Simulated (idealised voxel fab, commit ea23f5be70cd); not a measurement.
Presented below is a process module, voxel transistor to metal.
Cross-sectional view cut (width: 275 nm; square cell size: 5 nm).
Cross-section format: a grid of square cells, given as bands from top to bottom; each band is one or more rows of cells.
It is stipulated that each band's entry specify, in nanometres, the height of the top of the band and then that of its bottom, followed by the materials of the band in left-to-right sequence, each together with its width in nanometres. A single material marked by the word "throughout" is understood to fill the band from edge to edge; the word "blank" is understood to denote empty space.
Counting heights begins at 0, where everything beneath is, in the wafer as received, one material. The lowest band has no bottom; it goes on downwards, as "0 nm and below" shows.
The two numbers in a width such as "30 to 40" mark its ends across the band: the first belongs to the top row of cells, the second to the bottom row, and from each row to the next the width moves by the same amount.
Where a step carries "no alteration", the cross-section came out of it unchanged, cell for cell.
"Completely sealed voids" enumerates empty spaces isolated from the top, with no open way to it, that contain at least 8 cells, giving each as width x height at distance from the left edge, all three in nm.
Whatever follows a step's settings on its line is a remark the simulator itself makes about that step.
A step line may carry the setting "overlay nm", which, for steps involving a mask, states the distance by which the mask lay to the right of its intended position; negative values denote displacement to the left.

# Planned process steps
| 1 | RECEIVE with material Si |
| 2 | OXIDIZE with depth nm 5 |
| 3 | CONFORMAL_DEP with material SiN, thk nm 15 |
| 4 | DIRECTIONAL_DEP with material aC, thk nm 15 |
| 5 | PATTERN with tone cover, mask id ACTIVE, material resist, width nm 105, pitch nm 130, thk nm 30, overlay nm 0 |
| 6 | DIRECTIONAL_ETCH with etch materials aC, depth nm 15 |
| 7 | STRIP with etch materials resist |
| 8 | DIRECTIONAL_ETCH with etch materials SiN, depth nm 15 |
| 9 | DIRECTIONAL_ETCH with etch materials SiO2, depth nm 5 |
| 10 | DIRECTIONAL_ETCH with etch materials Si, depth nm 25 |
| 11 | STRIP with etch materials aC |
| 12 | FILL_DEP with material SiO2, thk nm 10 |
| 13 | CMP with height nm 15 |
| 14 | SELECTIVE_ETCH with etch materials SiO2, depth nm 5 |
| 15 | STRIP with etch materials SiN |
| 16 | SELECTIVE_ETCH with etch materials SiO2, depth nm 5 |
| 17 | OXIDIZE with depth nm 5 |
| 18 | DIRECTIONAL_DEP with material polySi, thk nm 30 |
| 19 | DIRECTIONAL_DEP with material SiCN, thk nm 15 |
| 20 | DIRECTIONAL_DEP with material aC, thk nm 10 |
| 21 | PATTERN with tone cover, mask id GATE, material resist, width nm 25, pitch nm 130, thk nm 30, overlay nm 0 |
| 22 | DIRECTIONAL_ETCH with etch materials aC, depth nm 10 |
| 23 | STRIP with etch materials resist |
| 24 | DIRECTIONAL_ETCH with etch materials SiCN, depth nm 25 |
| 25 | DIRECTIONAL_ETCH with etch materials polySi, depth nm 40 |
| 26 | STRIP with etch materials aC |
| 27 | CONFORMAL_DEP with material SiN, thk nm 5 |
| 28 | DIRECTIONAL_ETCH with etch materials SiN, depth nm 5 |
| 29 | DIRECTIONAL_ETCH with etch materials SiO2, depth nm 5 |
| 30 | DIRECTIONAL_ETCH with etch materials Si, depth nm 15 |
| 31 | EPI with material pSi, thk nm 20 |
| 32 | FILL_DEP with material SiO2, thk nm 5 |
| 33 | CMP with height nm 40 |
| 34 | DIRECTIONAL_DEP with material SiO2, thk nm 15 |
| 35 | PATTERN with tone open, mask id CONTACT, material resist, width nm 30, pitch nm 65, thk nm 15, overlay nm 0 |
| 36 | DIRECTIONAL_ETCH with etch materials SiO2, depth nm 60 |
| 37 | STRIP with etch materials resist |
| 38 | CONFORMAL_DEP with material TiN, thk nm 5 |
| 39 | FILL_DEP with material W, thk nm 5 |
| 40 | CMP with height nm 55 |
| 41 | DIRECTIONAL_DEP with material TiN, thk nm 5 |
| 42 | DIRECTIONAL_DEP with material W, thk nm 25 |
| 43 | MASKED_ETCH with tone cover, mask id METAL_1, width nm 15, etch materials W, depth nm 25, overlay nm 0 |
| 44 | MASKED_ETCH with tone cover, mask id METAL_1, width nm 15, etch materials TiN, depth nm 5, overlay nm 0 |
| 45 | CONFORMAL_DEP with material SiCN, thk nm 5 |
| 46 | FILL_DEP with material SiO2, thk nm 5 |
| 47 | CMP with height nm 85 |
| 48 | CONFORMAL_DEP with material SiN, thk nm 5 |

# So this is the incoming wafer in cross-section - it's already been through step 1
	0 nm and below: Si throughout
	Completely sealed voids: none

# a wafer at the end: this start, this plan, one mistake
	90 nm to 85 nm: SiN throughout
	85 nm to 60 nm: SiO2 20 nm, then SiCN 5 nm, then W 15 nm, then SiCN 5 nm, then SiO2 55 nm, then SiCN 5 nm, then W 15 nm, then SiCN 5 nm, then SiO2 25 nm, then SiCN 5 nm, then W 15 nm, then SiCN 5 nm, then SiO2 55 nm, then SiCN 5 nm, then W 15 nm, then SiCN 5 nm, then SiO2 20 nm
	60 nm to 55 nm: SiCN 25 nm, then TiN 15 nm, then SiCN 65 nm, then TiN 15 nm, then SiCN 35 nm, then TiN 15 nm, then SiCN 65 nm, then TiN 15 nm, then SiCN 25 nm
	55 nm to 40 nm: SiO2 25 nm, then TiN 5 nm, then W 20 nm, then TiN 5 nm, then SiO2 35 nm, then TiN 5 nm, then W 20 nm, then TiN 5 nm, then SiO2 35 nm, then TiN 5 nm, then W 20 nm, then TiN 5 nm, then SiO2 35 nm, then TiN 5 nm, then W 20 nm, then TiN 5 nm, then SiO2 25 nm
	40 nm to 25 nm: SiO2 25 nm, then TiN 5 nm, then W 20 nm, then TiN 5 nm, then SiN 5 nm, then SiCN 25 nm, then SiN 5 nm, then TiN 5 nm, then W 20 nm, then TiN 5 nm, then SiO2 35 nm, then TiN 5 nm, then W 20 nm, then TiN 5 nm, then SiN 5 nm, then SiCN 25 nm, then SiN 5 nm, then TiN 5 nm, then W 20 nm, then TiN 5 nm, then SiO2 25 nm
	25 nm to 5 nm: SiO2 25 nm, then TiN 5 nm, then W 20 nm, then TiN 5 nm, then SiN 5 nm, then polySi 25 nm, then SiN 5 nm, then TiN 5 nm, then W 20 nm, then TiN 5 nm, then SiO2 35 nm, then TiN 5 nm, then W 20 nm, then TiN 5 nm, then SiN 5 nm, then polySi 25 nm, then SiN 5 nm, then TiN 5 nm, then W 20 nm, then TiN 5 nm, then SiO2 25 nm
	5 nm to 0 nm: SiO2 15 nm, then SiN 5 nm, then SiO2 5 nm, then TiN 5 nm, then W 20 nm, then TiN 5 nm, then SiN 5 nm, then polySi 25 nm, then SiN 5 nm, then TiN 5 nm, then W 20 nm, then TiN 5 nm, then SiO2 5 nm, then SiN 5 nm, then SiO2 15 nm, then SiN 5 nm, then SiO2 5 nm, then TiN 5 nm, then W 20 nm, then TiN 5 nm, then SiN 5 nm, then polySi 25 nm, then SiN 5 nm, then TiN 5 nm, then W 20 nm, then TiN 5 nm, then SiO2 5 nm, then SiN 5 nm, then SiO2 15 nm
	0 nm to -5 nm: SiO2 15 nm, then SiN 5 nm, then SiO2 5 nm, then TiN 30 nm, then SiN 5 nm, then polySi 25 nm, then SiN 5 nm, then TiN 30 nm, then SiO2 5 nm, then SiN 5 nm, then SiO2 15 nm, then SiN 5 nm, then SiO2 5 nm, then TiN 30 nm, then SiN 5 nm, then polySi 25 nm, then SiN 5 nm, then TiN 30 nm, then SiO2 5 nm, then SiN 5 nm, then SiO2 15 nm
	-5 nm to -15 nm: SiO2 throughout
	-15 nm to -30 nm: SiO2 20 nm, then Si 105 nm, then SiO2 25 nm, then Si 105 nm, then SiO2 20 nm
	-30 nm and below: Si throughout
	Completely sealed voids: none
It is concluded that the wafer was processed incorrectly with respect to the plan, in that so step 17 ended up running with a different setting than we planned, it ran as OXIDIZE with depth nm 10
